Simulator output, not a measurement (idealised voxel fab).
process module | voxel wiring stack
cross-section cut | 295 nm wide | cells 5 nm
A cross-section is a grid of square cells, given in bands from the top down. A band is one or more rows of cells.
Each band's line starts with the height of the band's top and of its bottom, in nm. Then come its materials from left to right, each with its width in nm. One material with "throughout" fills the band from edge to edge. "air" is empty space.
Height 0 is the level under which the wafer as received is all one material. The lowest band goes on downwards, as in "0 down".
A width such as "30 to 40" changes by the same amount from each row of cells to the next, from the band's top row to its bottom row.
"no change" after a step means that no cell of the cross-section changed.
closed voids: empty space of 8 cells or more with no open way to the top, each as width x height at its distance from the left edge, in nm
after a step's settings: what the simulator itself notes on the step
overlay nm, on a step with a mask: how far to the right of its planned place the mask lay; to the left if negative
plan
1 op RECEIVE | material Si
2 op CONFORMAL_DEP | material SiO2 | thk nm 15
3 op CONFORMAL_DEP | material SiN | thk nm 5
4 op DIRECTIONAL_DEP | material lowk | thk nm 15
5 op PATTERN | tone open | mask id METAL_1 | material resist | width nm 25 | pitch nm 55 | thk nm 15 | overlay nm 0
6 op DIRECTIONAL_ETCH | etch materials lowk | depth nm 15
7 op DIRECTIONAL_ETCH | etch materials SiN | depth nm 5
8 op STRIP | etch materials resist
9 op CONFORMAL_DEP | material TiN | thk nm 5
10 op FILL_DEP | material Cu | thk nm 10
11 op CMP | height nm 35
12 op CONFORMAL_DEP | material SiCN | thk nm 5
13 op DIRECTIONAL_DEP | material lowk | thk nm 10
14 op PATTERN | tone open | mask id PLUG_1 | material resist | width nm 15 | pitch nm 55 | thk nm 20 | overlay nm 0
15 op DIRECTIONAL_ETCH | etch materials lowk | depth nm 10
16 op DIRECTIONAL_ETCH | etch materials SiCN | depth nm 5
17 op STRIP | etch materials resist
18 op EPI | material Ru | thk nm 10
19 op EPI | material Ru | thk nm 5
20 op CONFORMAL_DEP | material SiCN | thk nm 5
21 op DIRECTIONAL_DEP | material SiO2 | thk nm 25
22 op PATTERN | tone open | mask id METAL_2 | material resist | width nm 25 | pitch nm 55 | thk nm 15 | overlay nm 0
23 op DIRECTIONAL_ETCH | etch materials SiO2 | depth nm 25
24 op DIRECTIONAL_ETCH | etch materials SiCN | depth nm 5
25 op STRIP | etch materials resist
26 op CONFORMAL_DEP | material TiN | thk nm 5
27 op FILL_DEP | material Ru | thk nm 5
28 op CMP | height nm 80
29 op CONFORMAL_DEP | material SiCN | thk nm 5
30 op DIRECTIONAL_DEP | material SiO2 | thk nm 20
31 op MASKED_ETCH | tone open | mask id PLUG_2 | width nm 15 | pitch nm 110 | etch materials SiO2 | depth nm 20 | overlay nm 0
32 op MASKED_ETCH | tone open | mask id PLUG_2 | width nm 15 | pitch nm 110 | etch materials SiCN | depth nm 5 | overlay nm 0
33 op EPI | material Ru | thk nm 10
34 op EPI | material Ru | thk nm 10
35 op EPI | material Ru | thk nm 5
36 op CONFORMAL_DEP | material SiCN | thk nm 5
37 op DIRECTIONAL_DEP | material lowk | thk nm 20
38 op MASKED_ETCH | tone open | mask id METAL_3 | width nm 25 | pitch nm 55 | etch materials lowk | depth nm 20 | overlay nm 0
39 op MASKED_ETCH | tone open | mask id METAL_3 | width nm 25 | pitch nm 55 | etch materials SiCN | depth nm 5 | overlay nm 0
40 op CONFORMAL_DEP | material TiN | thk nm 5
41 op FILL_DEP | material W | thk nm 10
42 op CMP | height nm 130
43 op CONFORMAL_DEP | material SiCN | thk nm 5
44 op DIRECTIONAL_DEP | material SiO2 | thk nm 35
45 op MASKED_ETCH | tone open | mask id METAL_4_HOLES | width nm 15 | pitch nm 55 | etch materials SiO2 | depth nm 35 | overlay nm 0
46 op PATTERN | tone open | mask id METAL_4 | material resist | width nm 25 | pitch nm 55 | thk nm 20 | overlay nm 0
47 op DIRECTIONAL_ETCH | etch materials SiO2 | depth nm 20
48 op DIRECTIONAL_ETCH | etch materials SiCN | depth nm 5
49 op STRIP | etch materials resist
50 op CONFORMAL_DEP | material TiN | thk nm 5
51 op FILL_DEP | material Ru | thk nm 10
52 op CMP | height nm 170
53 op CONFORMAL_DEP | material SiCN | thk nm 5
first wafer, as planned
as received, after step 1
  0 down: Si throughout
  closed voids: none
after step 2
  15 to 0: SiO2 throughout
  below 0: unchanged
after step 3
  20 to 15: SiN throughout
  below 15: unchanged
after step 4
  35 to 20: lowk throughout
  below 20: unchanged
after step 5
  50 to 35: resist 80 | air 25 | resist 30 | air 25 | resist 30 | air 25 | resist 80
  below 35: unchanged
after step 6
  50 to 35: resist 80 | air 25 | resist 30 | air 25 | resist 30 | air 25 | resist 80
  35 to 20: lowk 80 | air 25 | lowk 30 | air 25 | lowk 30 | air 25 | lowk 80
  below 20: unchanged
after step 7
  50 to 35: resist 80 | air 25 | resist 30 | air 25 | resist 30 | air 25 | resist 80
  35 to 20: lowk 80 | air 25 | lowk 30 | air 25 | lowk 30 | air 25 | lowk 80
  20 to 15: SiN 80 | air 25 | SiN 30 | air 25 | SiN 30 | air 25 | SiN 80
  below 15: unchanged
after step 8
  35 to 20: lowk 80 | air 25 | lowk 30 | air 25 | lowk 30 | air 25 | lowk 80
  below 20: unchanged
after step 9
  40 to 35: TiN 85 | air 15 | TiN 40 | air 15 | TiN 40 | air 15 | TiN 85
  35 to 20: lowk 80 | TiN 5 | air 15 | TiN 5 | lowk 30 | TiN 5 | air 15 | TiN 5 | lowk 30 | TiN 5 | air 15 | TiN 5 | lowk 80
  20 to 15: SiN 80 | TiN 25 | SiN 30 | TiN 25 | SiN 30 | TiN 25 | SiN 80
  below 15: unchanged
after step 10
  50 to 40: Cu throughout
  40 to 35: TiN 85 | Cu 15 | TiN 40 | Cu 15 | TiN 40 | Cu 15 | TiN 85
  35 to 20: lowk 80 | TiN 5 | Cu 15 | TiN 5 | lowk 30 | TiN 5 | Cu 15 | TiN 5 | lowk 30 | TiN 5 | Cu 15 | TiN 5 | lowk 80
  below 20: unchanged
after step 11
  35 to 20: lowk 80 | TiN 5 | Cu 15 | TiN 5 | lowk 30 | TiN 5 | Cu 15 | TiN 5 | lowk 30 | TiN 5 | Cu 15 | TiN 5 | lowk 80
  below 20: unchanged
after step 12
  40 to 35: SiCN throughout
  below 35: unchanged
after step 13
  50 to 40: lowk throughout
  below 40: unchanged
after step 14
  70 to 50: resist 80 | air 15 | resist 40 | air 15 | resist 40 | air 15 | resist 90
  below 50: unchanged
after step 15
  70 to 50: resist 80 | air 15 | resist 40 | air 15 | resist 40 | air 15 | resist 90
  50 to 40: lowk 80 | air 15 | lowk 40 | air 15 | lowk 40 | air 15 | lowk 90
  below 40: unchanged
after step 16
  70 to 50: resist 80 | air 15 | resist 40 | air 15 | resist 40 | air 15 | resist 90
  50 to 40: lowk 80 | air 15 | lowk 40 | air 15 | lowk 40 | air 15 | lowk 90
  40 to 35: SiCN 80 | air 15 | SiCN 40 | air 15 | SiCN 40 | air 15 | SiCN 90
  below 35: unchanged
after step 17
  50 to 40: lowk 80 | air 15 | lowk 40 | air 15 | lowk 40 | air 15 | lowk 90
  below 40: unchanged
after step 18
  50 to 45: lowk 80 | air 15 | lowk 40 | air 15 | lowk 40 | air 15 | lowk 90
  45 to 40: lowk 80 | Ru 15 | lowk 40 | Ru 15 | lowk 40 | Ru 15 | lowk 90
  40 to 35: SiCN 80 | Ru 15 | SiCN 40 | Ru 15 | SiCN 40 | Ru 15 | SiCN 90
  below 35: unchanged
after step 19
  50 to 40: lowk 80 | Ru 15 | lowk 40 | Ru 15 | lowk 40 | Ru 15 | lowk 90
  below 40: unchanged
after step 20
  55 to 50: SiCN throughout
  below 50: unchanged
after step 21
  80 to 55: SiO2 throughout
  below 55: unchanged
after step 22
  95 to 80: resist 80 | air 25 | resist 30 | air 25 | resist 30 | air 25 | resist 80
  below 80: unchanged
after step 23
  95 to 80: resist 80 | air 25 | resist 30 | air 25 | resist 30 | air 25 | resist 80
  80 to 55: SiO2 80 | air 25 | SiO2 30 | air 25 | SiO2 30 | air 25 | SiO2 80
  below 55: unchanged
after step 24
  95 to 80: resist 80 | air 25 | resist 30 | air 25 | resist 30 | air 25 | resist 80
  80 to 55: SiO2 80 | air 25 | SiO2 30 | air 25 | SiO2 30 | air 25 | SiO2 80
  55 to 50: SiCN 80 | air 25 | SiCN 30 | air 25 | SiCN 30 | air 25 | SiCN 80
  below 50: unchanged
after step 25
  80 to 55: SiO2 80 | air 25 | SiO2 30 | air 25 | SiO2 30 | air 25 | SiO2 80
  below 55: unchanged
after step 26
  85 to 80: TiN 85 | air 15 | TiN 40 | air 15 | TiN 40 | air 15 | TiN 85
  80 to 55: SiO2 80 | TiN 5 | air 15 | TiN 5 | SiO2 30 | TiN 5 | air 15 | TiN 5 | SiO2 30 | TiN 5 | air 15 | TiN 5 | SiO2 80
  55 to 50: SiCN 80 | TiN 25 | SiCN 30 | TiN 25 | SiCN 30 | TiN 25 | SiCN 80
  below 50: unchanged
after step 27
  90 to 85: Ru throughout
  85 to 80: TiN 85 | Ru 15 | TiN 40 | Ru 15 | TiN 40 | Ru 15 | TiN 85
  80 to 55: SiO2 80 | TiN 5 | Ru 15 | TiN 5 | SiO2 30 | TiN 5 | Ru 15 | TiN 5 | SiO2 30 | TiN 5 | Ru 15 | TiN 5 | SiO2 80
  below 55: unchanged
after step 28
  80 to 55: SiO2 80 | TiN 5 | Ru 15 | TiN 5 | SiO2 30 | TiN 5 | Ru 15 | TiN 5 | SiO2 30 | TiN 5 | Ru 15 | TiN 5 | SiO2 80
  below 55: unchanged
after step 29
  85 to 80: SiCN throughout
  below 80: unchanged
after step 30
  105 to 85: SiO2 throughout
  below 85: unchanged
after step 31
  105 to 85: SiO2 80 | air 15 | SiO2 95 | air 15 | SiO2 90
  below 85: unchanged
after step 32
  105 to 85: SiO2 80 | air 15 | SiO2 95 | air 15 | SiO2 90
  85 to 80: SiCN 80 | air 15 | SiCN 95 | air 15 | SiCN 90
  below 80: unchanged
after step 33
  105 to 90: SiO2 80 | air 15 | SiO2 95 | air 15 | SiO2 90
  90 to 85: SiO2 80 | Ru 15 | SiO2 95 | Ru 15 | SiO2 90
  85 to 80: SiCN 80 | Ru 15 | SiCN 95 | Ru 15 | SiCN 90
  below 80: unchanged
after step 34
  105 to 100: SiO2 80 | air 15 | SiO2 95 | air 15 | SiO2 90
  100 to 85: SiO2 80 | Ru 15 | SiO2 95 | Ru 15 | SiO2 90
  below 85: unchanged
after step 35
  105 to 85: SiO2 80 | Ru 15 | SiO2 95 | Ru 15 | SiO2 90
  below 85: unchanged
after step 36
  110 to 105: SiCN throughout
  below 105: unchanged
after step 37
  130 to 110: lowk throughout
  below 110: unchanged
after step 38
  130 to 110: lowk 80 | air 25 | lowk 30 | air 25 | lowk 30 | air 25 | lowk 80
  below 110: unchanged
after step 39
  130 to 110: lowk 80 | air 25 | lowk 30 | air 25 | lowk 30 | air 25 | lowk 80
  110 to 105: SiCN 80 | air 25 | SiCN 30 | air 25 | SiCN 30 | air 25 | SiCN 80
  below 105: unchanged
after step 40
  135 to 130: TiN 85 | air 15 | TiN 40 | air 15 | TiN 40 | air 15 | TiN 85
  130 to 110: lowk 80 | TiN 5 | air 15 | TiN 5 | lowk 30 | TiN 5 | air 15 | TiN 5 | lowk 30 | TiN 5 | air 15 | TiN 5 | lowk 80
  110 to 105: SiCN 80 | TiN 25 | SiCN 30 | TiN 25 | SiCN 30 | TiN 25 | SiCN 80
  below 105: unchanged
after step 41
  145 to 135: W throughout
  135 to 130: TiN 85 | W 15 | TiN 40 | W 15 | TiN 40 | W 15 | TiN 85
  130 to 110: lowk 80 | TiN 5 | W 15 | TiN 5 | lowk 30 | TiN 5 | W 15 | TiN 5 | lowk 30 | TiN 5 | W 15 | TiN 5 | lowk 80
  below 110: unchanged
after step 42
  130 to 110: lowk 80 | TiN 5 | W 15 | TiN 5 | lowk 30 | TiN 5 | W 15 | TiN 5 | lowk 30 | TiN 5 | W 15 | TiN 5 | lowk 80
  below 110: unchanged
after step 43
  135 to 130: SiCN throughout
  below 130: unchanged
after step 44
  170 to 135: SiO2 throughout
  below 135: unchanged
after step 45
  170 to 135: SiO2 80 | air 15 | SiO2 40 | air 15 | SiO2 40 | air 15 | SiO2 90
  below 135: unchanged
after step 46
  190 to 170: resist 80 | air 25 | resist 30 | air 25 | resist 30 | air 25 | resist 80
  below 170: unchanged
after step 47
  190 to 170: resist 80 | air 25 | resist 30 | air 25 | resist 30 | air 25 | resist 80
  170 to 150: SiO2 80 | air 25 | SiO2 30 | air 25 | SiO2 30 | air 25 | SiO2 80
  below 150: unchanged
after step 48
  190 to 170: resist 80 | air 25 | resist 30 | air 25 | resist 30 | air 25 | resist 80
  170 to 150: SiO2 80 | air 25 | SiO2 30 | air 25 | SiO2 30 | air 25 | SiO2 80
  150 to 135: SiO2 80 | air 15 | SiO2 40 | air 15 | SiO2 40 | air 15 | SiO2 90
  135 to 130: SiCN 80 | air 15 | SiCN 40 | air 15 | SiCN 40 | air 15 | SiCN 90
  below 130: unchanged
after step 49
  170 to 150: SiO2 80 | air 25 | SiO2 30 | air 25 | SiO2 30 | air 25 | SiO2 80
  below 150: unchanged
after step 50
  175 to 170: TiN 85 | air 15 | TiN 40 | air 15 | TiN 40 | air 15 | TiN 85
  170 to 155: SiO2 80 | TiN 5 | air 15 | TiN 5 | SiO2 30 | TiN 5 | air 15 | TiN 5 | SiO2 30 | TiN 5 | air 15 | TiN 5 | SiO2 80
  155 to 150: SiO2 80 | TiN 5 | air 5 | TiN 15 | SiO2 30 | TiN 5 | air 5 | TiN 15 | SiO2 30 | TiN 5 | air 5 | TiN 15 | SiO2 80
  150 to 135: SiO2 80 | TiN 5 | air 5 | TiN 5 | SiO2 40 | TiN 5 | air 5 | TiN 5 | SiO2 40 | TiN 5 | air 5 | TiN 5 | SiO2 90
  135 to 130: SiCN 80 | TiN 15 | SiCN 40 | TiN 15 | SiCN 40 | TiN 15 | SiCN 90
  below 130: unchanged
after step 51
  185 to 175: Ru throughout
  175 to 170: TiN 85 | Ru 15 | TiN 40 | Ru 15 | TiN 40 | Ru 15 | TiN 85
  170 to 155: SiO2 80 | TiN 5 | Ru 15 | TiN 5 | SiO2 30 | TiN 5 | Ru 15 | TiN 5 | SiO2 30 | TiN 5 | Ru 15 | TiN 5 | SiO2 80
  155 to 150: SiO2 80 | TiN 5 | Ru 5 | TiN 15 | SiO2 30 | TiN 5 | Ru 5 | TiN 15 | SiO2 30 | TiN 5 | Ru 5 | TiN 15 | SiO2 80
  150 to 135: SiO2 80 | TiN 5 | Ru 5 | TiN 5 | SiO2 40 | TiN 5 | Ru 5 | TiN 5 | SiO2 40 | TiN 5 | Ru 5 | TiN 5 | SiO2 90
  below 135: unchanged
after step 52
  170 to 155: SiO2 80 | TiN 5 | Ru 15 | TiN 5 | SiO2 30 | TiN 5 | Ru 15 | TiN 5 | SiO2 30 | TiN 5 | Ru 15 | TiN 5 | SiO2 80
  below 155: unchanged
after step 53
  175 to 170: SiCN throughout
  below 170: unchanged
second wafer: like start, like plan, one mistake. Through step 35 it matches the first wafer
when step 36 should have ended
  125 to 105: lowk throughout
  below 105: unchanged
when step 37 should have ended
  130 to 125: SiCN throughout
  below 125: unchanged
when step 38 should have ended: no change
when step 39 should have ended
  130 to 125: SiCN 80 | air 25 | SiCN 30 | air 25 | SiCN 30 | air 25 | SiCN 80
  below 125: unchanged
when step 40 should have ended
  135 to 130: TiN 85 | air 15 | TiN 40 | air 15 | TiN 40 | air 15 | TiN 85
  130 to 125: SiCN 80 | TiN 25 | SiCN 30 | TiN 25 | SiCN 30 | TiN 25 | SiCN 80
  below 125: unchanged
when step 41 should have ended
  145 to 135: W throughout
  135 to 130: TiN 85 | W 15 | TiN 40 | W 15 | TiN 40 | W 15 | TiN 85
  below 130: unchanged
when step 42 should have ended
  130 to 125: SiCN 80 | TiN 25 | SiCN 30 | TiN 25 | SiCN 30 | TiN 25 | SiCN 80
  below 125: unchanged
when step 43 should have ended
  135 to 130: SiCN throughout
  below 130: unchanged
when step 44 should have ended
  170 to 135: SiO2 throughout
  below 135: unchanged
when step 45 should have ended
  170 to 135: SiO2 80 | air 15 | SiO2 40 | air 15 | SiO2 40 | air 15 | SiO2 90
  below 135: unchanged
when step 46 should have ended
  190 to 170: resist 80 | air 25 | resist 30 | air 25 | resist 30 | air 25 | resist 80
  below 170: unchanged
when step 47 should have ended
  190 to 170: resist 80 | air 25 | resist 30 | air 25 | resist 30 | air 25 | resist 80
  170 to 150: SiO2 80 | air 25 | SiO2 30 | air 25 | SiO2 30 | air 25 | SiO2 80
  below 150: unchanged
when step 48 should have ended
  190 to 170: resist 80 | air 25 | resist 30 | air 25 | resist 30 | air 25 | resist 80
  170 to 150: SiO2 80 | air 25 | SiO2 30 | air 25 | SiO2 30 | air 25 | SiO2 80
  150 to 135: SiO2 80 | air 15 | SiO2 40 | air 15 | SiO2 40 | air 15 | SiO2 90
  135 to 130: SiCN 80 | air 15 | SiCN 40 | air 15 | SiCN 40 | air 15 | SiCN 90
  below 130: unchanged
when step 49 should have ended
  170 to 150: SiO2 80 | air 25 | SiO2 30 | air 25 | SiO2 30 | air 25 | SiO2 80
  below 150: unchanged
when step 50 should have ended
  175 to 170: TiN 85 | air 15 | TiN 40 | air 15 | TiN 40 | air 15 | TiN 85
  170 to 155: SiO2 80 | TiN 5 | air 15 | TiN 5 | SiO2 30 | TiN 5 | air 15 | TiN 5 | SiO2 30 | TiN 5 | air 15 | TiN 5 | SiO2 80
  155 to 150: SiO2 80 | TiN 5 | air 5 | TiN 15 | SiO2 30 | TiN 5 | air 5 | TiN 15 | SiO2 30 | TiN 5 | air 5 | TiN 15 | SiO2 80
  150 to 135: SiO2 80 | TiN 5 | air 5 | TiN 5 | SiO2 40 | TiN 5 | air 5 | TiN 5 | SiO2 40 | TiN 5 | air 5 | TiN 5 | SiO2 90
  135 to 125: SiCN 80 | TiN 15 to 25 | SiCN 40 to 30 | TiN 15 to 25 | SiCN 40 to 30 | TiN 15 to 25 | SiCN 90 to 80
  below 125: unchanged
when step 51 should have ended
  185 to 175: Ru throughout
  175 to 170: TiN 85 | Ru 15 | TiN 40 | Ru 15 | TiN 40 | Ru 15 | TiN 85
  170 to 155: SiO2 80 | TiN 5 | Ru 15 | TiN 5 | SiO2 30 | TiN 5 | Ru 15 | TiN 5 | SiO2 30 | TiN 5 | Ru 15 | TiN 5 | SiO2 80
  155 to 150: SiO2 80 | TiN 5 | Ru 5 | TiN 15 | SiO2 30 | TiN 5 | Ru 5 | TiN 15 | SiO2 30 | TiN 5 | Ru 5 | TiN 15 | SiO2 80
  150 to 135: SiO2 80 | TiN 5 | Ru 5 | TiN 5 | SiO2 40 | TiN 5 | Ru 5 | TiN 5 | SiO2 40 | TiN 5 | Ru 5 | TiN 5 | SiO2 90
  below 135: unchanged
when step 52 should have ended
  170 to 155: SiO2 80 | TiN 5 | Ru 15 | TiN 5 | SiO2 30 | TiN 5 | Ru 15 | TiN 5 | SiO2 30 | TiN 5 | Ru 15 | TiN 5 | SiO2 80
  below 155: unchanged
when step 53 should have ended
  175 to 170: SiCN throughout
  below 170: unchanged
what went wrong: steps 36 and 37 were swapped
at the end the second wafer has, in cells: 24 fewer of TiN | 36 fewer of W | 60 more of lowk
